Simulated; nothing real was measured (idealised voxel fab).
voxel capacitor over wiring: a process module
Cross-sectional view cut (width: 235 nm; square cell size: 5 nm).
In what follows, cross-sections appear as grids of square cells, described through bands that run from the top down, where every band is one or more rows of cells.
Basically the band line says how high the top is and how high the bottom is, in nm, and then what's in it from left to right, every material with its width in nm. Empty space shows up as "empty", and if a single material carries "throughout" it runs the full band edge to edge.
Height datum 0, below which the as-received substrate wafer is one material. Lowest band open at the bottom, running downward: "z 0 and below".
Width: "30->40" (first number = top row, second number = bottom row, same change from row to row of cells).
You'll sometimes find "remained the same" written for a step, and that's the way of saying that nowhere in the cross-section did a cell change during that step.
The label "Fully sealed voids" introduces a list of the empty spaces, 8 cells or larger, that have no open way up to the top; each entry in it reads width x height at distance, where the distance is taken from the left edge and all three are stated in nm.
What comes after the settings on a step's line is commentary from the simulator itself on that step.
overlay nm: for a step with a mask, the amount by which the mask lay right of where it was planned; a negative amount means left of it.
LISTED BELOW ARE THE PROCESS STEPS AS PLANNED
| 1 | RECEIVE [material Si] |
| 2 | CONFORMAL_DEP [material SiO2] [thk nm 10] |
| 3 | CONFORMAL_DEP [material SiCN] [thk nm 5] |
| 4 | DIRECTIONAL_DEP [material SiO2] [thk nm 15] |
| 5 | PATTERN [tone open] [mask id METAL_1] [material resist] [width nm 30] [pitch nm 100] [thk nm 20] [overlay nm 0] |
| 6 | DIRECTIONAL_ETCH [etch materials SiO2] [depth nm 15] |
| 7 | DIRECTIONAL_ETCH [etch materials SiCN] [depth nm 5] |
| 8 | STRIP [etch materials resist] |
| 9 | CONFORMAL_DEP [material TiN] [thk nm 5] |
| 10 | FILL_DEP [material Cu] [thk nm 5] |
| 11 | CMP [height nm 30] |
| 12 | CONFORMAL_DEP [material SiCN] [thk nm 5] |
| 13 | DIRECTIONAL_DEP [material lowk] [thk nm 15] |
| 14 | MASKED_ETCH [tone open] [mask id PLUG_1] [width nm 15] [etch materials lowk] [depth nm 15] [overlay nm 0] |
| 15 | MASKED_ETCH [tone open] [mask id PLUG_1] [width nm 15] [etch materials SiCN] [depth nm 5] [overlay nm 0] |
| 16 | EPI [material Ru] [thk nm 10] |
| 17 | EPI [material Ru] [thk nm 10] |
| 18 | DIRECTIONAL_DEP [material TiN] [thk nm 5] |
| 19 | DIRECTIONAL_DEP [material Al2O3] [thk nm 5] |
| 20 | DIRECTIONAL_DEP [material TiN] [thk nm 5] |
| 21 | MASKED_ETCH [tone cover] [mask id UPPER_PLATE] [width nm 75] [etch materials TiN] [depth nm 5] [overlay nm 0] |
| 22 | MASKED_ETCH [tone cover] [mask id UPPER_PLATE] [width nm 75] [etch materials Al2O3] [depth nm 5] [overlay nm 0] |
| 23 | PATTERN [tone cover] [mask id LOWER_PLATE] [material resist] [width nm 85] [thk nm 15] [overlay nm 0] |
| 24 | DIRECTIONAL_ETCH [etch materials TiN] [depth nm 5] |
| 25 | STRIP [etch materials resist] |
| 26 | FILL_DEP [material SiO2] [thk nm 15] |
| 27 | CMP [height nm 75] |
| 28 | DIRECTIONAL_DEP [material aC] [thk nm 10] |
| 29 | PATTERN [tone open] [mask id PLUG_2] [material resist] [width nm 15] [thk nm 30] [overlay nm 0] |
| 30 | DIRECTIONAL_ETCH [etch materials aC] [depth nm 10] |
| 31 | STRIP [etch materials resist] |
| 32 | DIRECTIONAL_ETCH [etch materials SiO2] [depth nm 10] |
| 33 | STRIP [etch materials aC] |
| 34 | CONFORMAL_DEP [material TiN] [thk nm 5] |
| 35 | FILL_DEP [material Cu] [thk nm 10] |
| 36 | CMP [height nm 75] |
| 37 | CONFORMAL_DEP [material SiCN] [thk nm 5] |
AS-RECEIVED WAFER CROSS-SECTION (AFTER STEP 1)
- z 0 and below | Si throughout
- Fully sealed voids: none
THE CROSS-SECTION SHOWN CORRESPONDS TO THE WAFER AT THE CONCLUSION OF THE MODULE. THE INITIAL STRUCTURE AND THE PROCESS PLAN ARE THOSE PRESENTED ABOVE; HOWEVER, ONE MISTAKE OCCURRED IN EXECUTING THE PLAN
- z 80 to 75 | SiCN throughout
- z 75 to 70 | 65 nm SiO2; 25 nm TiN; 145 nm SiO2
- z 70 to 65 | 65 nm SiO2; 25 nm Al2O3; 145 nm SiO2
- z 65 to 60 | 60 nm SiO2; 80 nm TiN; 95 nm SiO2
- z 60 to 55 | 55 nm SiO2; 35 nm Ru; 50 nm Al2O3; 95 nm SiO2
- z 55 to 50 | 55 nm SiO2; 35 nm Ru; 55 nm TiN; 90 nm SiO2
- z 50 to 35 | 65 nm lowk; 15 nm Ru; 155 nm lowk
- z 35 to 30 | 65 nm SiCN; 15 nm Ru; 155 nm SiCN
- z 30 to 15 | 50 nm SiO2; 5 nm TiN; 20 nm Cu; 5 nm TiN; 70 nm SiO2; 5 nm TiN; 20 nm Cu; 5 nm TiN; 55 nm SiO2
- z 15 to 10 | 50 nm SiCN; 30 nm TiN; 70 nm SiCN; 30 nm TiN; 55 nm SiCN
- z 10 to 0 | SiO2 throughout
- z 0 and below | Si throughout
- Fully sealed voids: none
Here's what went sideways: twice-run step: one of the identical 16 and 17, not identifiable
